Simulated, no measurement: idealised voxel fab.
Process module name: voxel ribs on slabs
This is section cut - it's 160 nm across, gridded in 5 nm square cells.
Just so we're on the same page, the cross-sections are grids of square cells, and they're listed out in bands top to bottom, each band one or more rows deep.
The entry gives the band's vertical extent as a top height and a bottom height in nm, then its horizontal make-up as materials from left to right, each with a width in nm. "empty" stands for empty space; a single material marked "everywhere" fills the band edge to edge.
It should be noted that heights are counted from 0, beneath which the wafer as supplied is of one material throughout, and that the lowest band possesses no lower boundary but continues downward, as written in "0 and below".
With a width like "30..40", each row of cells in the band differs from the next by the same amount, the top row carrying the first number and the bottom row the second.
"no alteration" (step): cross-section cells unchanged, all of them.
Closed empty spaces (no open way to the top) of 8 cells or more are what "Voids, enclosed" lists, each as width x height at distance from the left edge, nm for all three.
Formally, on a step line, whatever follows the settings is a remark that the simulator itself makes on the step.
"overlay nm", when on a step's line for a step with a mask, measures how far to the right of its planned place the mask lay; a negative measure means to the left.
**Below is the list of planned process steps**
1) RECEIVE with material Si
2) DIRECTIONAL_DEP with material SiO2, thk nm 20
3) DIRECTIONAL_DEP with material polySi, thk nm 15
4) PATTERN with tone cover, mask id RIB, material resist, width nm 20, thk nm 15, overlay nm 0
5) DIRECTIONAL_ETCH with etch materials polySi, depth nm 5
6) STRIP with etch materials resist
7) PATTERN with tone cover, mask id SLAB, material resist, width nm 60, thk nm 20, overlay nm 0
8) DIRECTIONAL_ETCH with etch materials polySi, depth nm 10
9) STRIP with etch materials resist
10) FILL_DEP with material SiO2, thk nm 25
11) CMP with height nm 50
12) DIRECTIONAL_DEP with material TiN, thk nm 5
13) PATTERN with tone cover, mask id HEATER, material resist, width nm 30, thk nm 15, overlay nm -15
14) DIRECTIONAL_ETCH with etch materials TiN, depth nm 5
15) STRIP with etch materials resist
16) CONFORMAL_DEP with material SiO2, thk nm 10
The plan's step 13 overlay nm is the first wafer's value; the wafers differ in this setting and start identical.
**As received, i.e. after step 1: cross-section through the first of several wafers**
- 0 and below = Si everywhere
- Voids, enclosed: none
**Quick key for the table: a row per wafer, taken at the end of the module. For each material it tells you how many cells the wafer gained (+) or lost (-) since it came in, and the closed voids come after**
overlay nm -15, +360 SiO2, +6 TiN, +28 polySi, Voids, enclosed: none
overlay nm -10, +360 SiO2, +6 TiN, +28 polySi, Voids, enclosed: none
overlay nm -5, +360 SiO2, +6 TiN, +28 polySi, Voids, enclosed: none
overlay nm 0, +360 SiO2, +6 TiN, +28 polySi, Voids, enclosed: none
overlay nm 5, +360 SiO2, +6 TiN, +28 polySi, Voids, enclosed: none
overlay nm 10, +360 SiO2, +6 TiN, +28 polySi, Voids, enclosed: none
overlay nm 15, +360 SiO2, +6 TiN, +28 polySi, Voids, enclosed: none
